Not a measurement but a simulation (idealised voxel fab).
process module | voxel transistor to metal
cross-section cut | 300 nm wide | cells 5 nm
A cross-section is a grid of square cells, given in bands from the top down. A band is one or more rows of cells.
Each band's line starts with the height of the band's top and of its bottom, in nm. Then come its materials from left to right, each with its width in nm. One material with "throughout" fills the band from edge to edge. "air" is empty space.
Height 0 is the level under which the wafer as received is all one material. The lowest band goes on downwards, as in "0 down".
A width such as "30 to 40" changes by the same amount from each row of cells to the next, from the band's top row to its bottom row.
"no change" after a step means that no cell of the cross-section changed.
closed voids: empty space of 8 cells or more with no open way to the top, each as width x height at its distance from the left edge, in nm
after a step's settings: what the simulator itself notes on the step
overlay nm, on a step with a mask: how far to the right of its planned place the mask lay; to the left if negative
plan
1 op RECEIVE | material Si
2 op CONFORMAL_DEP | material SiO2 | thk nm 5
3 op CONFORMAL_DEP | material SiN | thk nm 15
4 op MASKED_ETCH | tone cover | mask id ACTIVE | width nm 105 | pitch nm 125 | etch materials SiN | depth nm 15 | overlay nm 0
5 op MASKED_ETCH | tone cover | mask id ACTIVE | width nm 105 | pitch nm 125 | etch materials SiO2 | depth nm 5 | overlay nm 0
6 op MASKED_ETCH | tone cover | mask id ACTIVE | width nm 105 | pitch nm 125 | etch materials Si | depth nm 30 | overlay nm 0
7 op OXIDIZE | depth nm 5
8 op FILL_DEP | material SiO2 | thk nm 15
9 op CMP | height nm 20
10 op SELECTIVE_ETCH | etch materials SiO2 | depth nm 10
11 op STRIP | etch materials SiN
12 op SELECTIVE_ETCH | etch materials SiO2 | depth nm 5
13 op OXIDIZE | depth nm 5
14 op DIRECTIONAL_DEP | material polySi | thk nm 30
15 op DIRECTIONAL_DEP | material SiCN | thk nm 15
16 op DIRECTIONAL_DEP | material aC | thk nm 10
17 op PATTERN | tone cover | mask id GATE | material resist | width nm 25 | pitch nm 125 | thk nm 25 | overlay nm 0
18 op DIRECTIONAL_ETCH | etch materials aC | depth nm 10
19 op STRIP | etch materials resist
20 op DIRECTIONAL_ETCH | etch materials SiCN | depth nm 25
21 op DIRECTIONAL_ETCH | etch materials polySi | depth nm 40
22 op STRIP | etch materials aC
23 op CONFORMAL_DEP | material SiN | thk nm 5
24 op DIRECTIONAL_ETCH | etch materials SiN | depth nm 5
25 op DIRECTIONAL_ETCH | etch materials SiO2 | depth nm 5
26 op DIRECTIONAL_ETCH | etch materials Si | depth nm 15
27 op EPI | material pSi | thk nm 20
28 op FILL_DEP | material SiO2 | thk nm 5
29 op CMP | height nm 30
30 op STRIP | etch materials polySi
31 op SELECTIVE_ETCH | etch materials SiO2 | depth nm 5
32 op CONFORMAL_DEP | material HfO2 | thk nm 5
33 op CONFORMAL_DEP | material TiN | thk nm 5
34 op FILL_DEP | material W | thk nm 5
35 op CMP | height nm 25
36 op DIRECTIONAL_DEP | material SiO2 | thk nm 10
37 op DIRECTIONAL_DEP | material aC | thk nm 10
38 op PATTERN | tone open | mask id CONTACT | material resist | width nm 20 | thk nm 25 | overlay nm 0
39 op DIRECTIONAL_ETCH | etch materials aC | depth nm 10
40 op STRIP | etch materials resist
41 op DIRECTIONAL_ETCH | etch materials SiO2 | depth nm 35
42 op STRIP | etch materials aC
43 op CONFORMAL_DEP | material TiN | thk nm 5
44 op FILL_DEP | material Ru | thk nm 10
45 op CMP | height nm 35
46 op DIRECTIONAL_DEP | material TiN | thk nm 5
47 op DIRECTIONAL_DEP | material Ru | thk nm 15
48 op MASKED_ETCH | tone cover | mask id METAL_1 | width nm 20 | etch materials Ru | depth nm 15 | overlay nm 0
49 op MASKED_ETCH | tone cover | mask id METAL_1 | width nm 20 | etch materials TiN | depth nm 5 | overlay nm 0
50 op CONFORMAL_DEP | material SiN | thk nm 5
51 op FILL_DEP | material SiO2 | thk nm 10
52 op CMP | height nm 55
53 op CONFORMAL_DEP | material SiCN | thk nm 5
54 op DIRECTIONAL_DEP | material lowk | thk nm 30
55 op DIRECTIONAL_DEP | material aC | thk nm 10
56 op PATTERN | tone open | mask id METAL_2_HOLES | material resist | width nm 15 | pitch nm 125 | thk nm 30 | overlay nm 0
57 op DIRECTIONAL_ETCH | etch materials aC | depth nm 10
58 op STRIP | etch materials resist
59 op DIRECTIONAL_ETCH | etch materials lowk | depth nm 30
60 op STRIP | etch materials aC
61 op PATTERN | tone open | mask id METAL_2 | material resist | width nm 20 | pitch nm 125 | thk nm 20 | overlay nm 0
62 op DIRECTIONAL_ETCH | etch materials lowk | depth nm 15
63 op DIRECTIONAL_ETCH | etch materials SiCN | depth nm 5
64 op STRIP | etch materials resist
65 op CONFORMAL_DEP | material TiN | thk nm 5
66 op FILL_DEP | material Cu | thk nm 10
67 op CMP | height nm 90
68 op CONFORMAL_DEP | material SiCN | thk nm 5
as received, after step 1
  0 down: Si throughout
  closed voids: none
first wafer at the end, as planned
  95 to 90: SiCN throughout
  90 to 80: lowk 40 | TiN 5 | Cu 10 | TiN 5 | lowk 105 | TiN 5 | Cu 10 | TiN 5 | lowk 115
  80 to 75: lowk 40 | TiN 5 | Cu 5 | TiN 10 | lowk 105 | TiN 5 | Cu 5 | TiN 10 | lowk 115
  75 to 60: lowk 40 | TiN 5 | Cu 5 | TiN 5 | lowk 110 | TiN 5 | Cu 5 | TiN 5 | lowk 120
  60 to 55: SiCN 40 | TiN 15 | SiCN 110 | TiN 15 | SiCN 120
  55 to 40: SiO2 35 | SiN 5 | Ru 20 | SiN 5 | SiO2 45 | SiN 5 | Ru 20 | SiN 5 | SiO2 20 | SiN 5 | Ru 20 | SiN 5 | SiO2 45 | SiN 5 | Ru 20 | SiN 5 | SiO2 35
  40 to 35: SiN 40 | TiN 20 | SiN 55 | TiN 20 | SiN 30 | TiN 20 | SiN 55 | TiN 20 | SiN 40
  35 to 25: SiO2 40 | TiN 5 | Ru 10 | TiN 5 | SiO2 55 | TiN 5 | Ru 10 | TiN 5 | SiO2 30 | TiN 5 | Ru 10 | TiN 5 | SiO2 55 | TiN 5 | Ru 10 | TiN 5 | SiO2 40
  25 to 20: SiO2 40 | TiN 5 | Ru 10 | TiN 5 | SiO2 10 | SiN 5 | HfO2 5 | TiN 5 | W 5 | TiN 5 | HfO2 5 | SiN 5 | SiO2 10 | TiN 5 | Ru 10 | TiN 5 | SiO2 30 | TiN 5 | Ru 10 | TiN 5 | SiO2 10 | SiN 5 | HfO2 5 | TiN 5 | W 5 | TiN 5 | HfO2 5 | SiN 5 | SiO2 10 | TiN 5 | Ru 10 | TiN 5 | SiO2 40
  20 to 15: SiO2 40 | TiN 20 | SiO2 10 | SiN 5 | HfO2 5 | TiN 5 | W 5 | TiN 5 | HfO2 5 | SiN 5 | SiO2 10 | TiN 20 | SiO2 30 | TiN 20 | SiO2 10 | SiN 5 | HfO2 5 | TiN 5 | W 5 | TiN 5 | HfO2 5 | SiN 5 | SiO2 10 | TiN 20 | SiO2 40
  15 to 5: SiO2 40 | TiN 10 | pSi 20 | SiN 5 | HfO2 5 | TiN 5 | W 5 | TiN 5 | HfO2 5 | SiN 5 | pSi 20 | TiN 10 | SiO2 30 | TiN 10 | pSi 20 | SiN 5 | HfO2 5 | TiN 5 | W 5 | TiN 5 | HfO2 5 | SiN 5 | pSi 20 | TiN 10 | SiO2 40
  5 to 0: SiO2 30 | SiN 5 | SiO2 5 | TiN 10 | pSi 20 | SiN 5 | HfO2 5 | TiN 15 | HfO2 5 | SiN 5 | pSi 20 | TiN 10 | SiO2 5 | SiN 5 | SiO2 10 | SiN 5 | SiO2 5 | TiN 10 | pSi 20 | SiN 5 | HfO2 5 | TiN 15 | HfO2 5 | SiN 5 | pSi 20 | TiN 10 | SiO2 5 | SiN 5 | SiO2 30
  0 to -5: SiO2 35 | pSi 35 | HfO2 35 | pSi 35 | SiO2 20 | pSi 35 | HfO2 35 | pSi 35 | SiO2 35
  -5 to -20: SiO2 40 | pSi 30 | Si 35 | pSi 30 | SiO2 30 | pSi 30 | Si 35 | pSi 30 | SiO2 40
  -20 to -35: SiO2 40 | Si 95 | SiO2 30 | Si 95 | SiO2 40
  -35 down: Si throughout
  closed voids: none
second wafer at the end: like start, like plan, one mistake
  95 to 90: SiCN throughout
  90 to 75: lowk 40 | TiN 5 | Cu 5 | TiN 5 | lowk 110 | TiN 5 | Cu 5 | TiN 5 | lowk 120
  75 to 70: SiCN 40 | TiN 15 | SiCN 110 | TiN 15 | SiCN 120
  70 to 60: SiO2 throughout
  60 to 55: SiO2 35 | SiN 30 | SiO2 45 | SiN 30 | SiO2 20 | SiN 30 | SiO2 45 | SiN 30 | SiO2 35
  55 to 40: SiO2 35 | SiN 5 | Ru 20 | SiN 5 | SiO2 45 | SiN 5 | Ru 20 | SiN 5 | SiO2 20 | SiN 5 | Ru 20 | SiN 5 | SiO2 45 | SiN 5 | Ru 20 | SiN 5 | SiO2 35
  40 to 35: SiN 40 | TiN 20 | SiN 55 | TiN 20 | SiN 30 | TiN 20 | SiN 55 | TiN 20 | SiN 40
  35 to 25: SiO2 40 | TiN 5 | Ru 10 | TiN 5 | SiO2 55 | TiN 5 | Ru 10 | TiN 5 | SiO2 30 | TiN 5 | Ru 10 | TiN 5 | SiO2 55 | TiN 5 | Ru 10 | TiN 5 | SiO2 40
  25 to 20: SiO2 40 | TiN 5 | Ru 10 | TiN 5 | SiO2 10 | SiN 5 | HfO2 5 | TiN 5 | W 5 | TiN 5 | HfO2 5 | SiN 5 | SiO2 10 | TiN 5 | Ru 10 | TiN 5 | SiO2 30 | TiN 5 | Ru 10 | TiN 5 | SiO2 10 | SiN 5 | HfO2 5 | TiN 5 | W 5 | TiN 5 | HfO2 5 | SiN 5 | SiO2 10 | TiN 5 | Ru 10 | TiN 5 | SiO2 40
  20 to 15: SiO2 40 | TiN 20 | SiO2 10 | SiN 5 | HfO2 5 | TiN 5 | W 5 | TiN 5 | HfO2 5 | SiN 5 | SiO2 10 | TiN 20 | SiO2 30 | TiN 20 | SiO2 10 | SiN 5 | HfO2 5 | TiN 5 | W 5 | TiN 5 | HfO2 5 | SiN 5 | SiO2 10 | TiN 20 | SiO2 40
  15 to 5: SiO2 40 | TiN 10 | pSi 20 | SiN 5 | HfO2 5 | TiN 5 | W 5 | TiN 5 | HfO2 5 | SiN 5 | pSi 20 | TiN 10 | SiO2 30 | TiN 10 | pSi 20 | SiN 5 | HfO2 5 | TiN 5 | W 5 | TiN 5 | HfO2 5 | SiN 5 | pSi 20 | TiN 10 | SiO2 40
  5 to 0: SiO2 30 | SiN 5 | SiO2 5 | TiN 10 | pSi 20 | SiN 5 | HfO2 5 | TiN 15 | HfO2 5 | SiN 5 | pSi 20 | TiN 10 | SiO2 5 | SiN 5 | SiO2 10 | SiN 5 | SiO2 5 | TiN 10 | pSi 20 | SiN 5 | HfO2 5 | TiN 15 | HfO2 5 | SiN 5 | pSi 20 | TiN 10 | SiO2 5 | SiN 5 | SiO2 30
  0 to -5: SiO2 35 | pSi 35 | HfO2 35 | pSi 35 | SiO2 20 | pSi 35 | HfO2 35 | pSi 35 | SiO2 35
  -5 to -20: SiO2 40 | pSi 30 | Si 35 | pSi 30 | SiO2 30 | pSi 30 | Si 35 | pSi 30 | SiO2 40
  -20 to -35: SiO2 40 | Si 95 | SiO2 30 | Si 95 | SiO2 40
  -35 down: Si throughout
  closed voids: none
what went wrong: step 52 was left out
at the end the second wafer has, in cells: 10 fewer of Cu | 24 more of SiN | 156 more of SiO2 | 14 fewer of TiN | 156 fewer of lowk
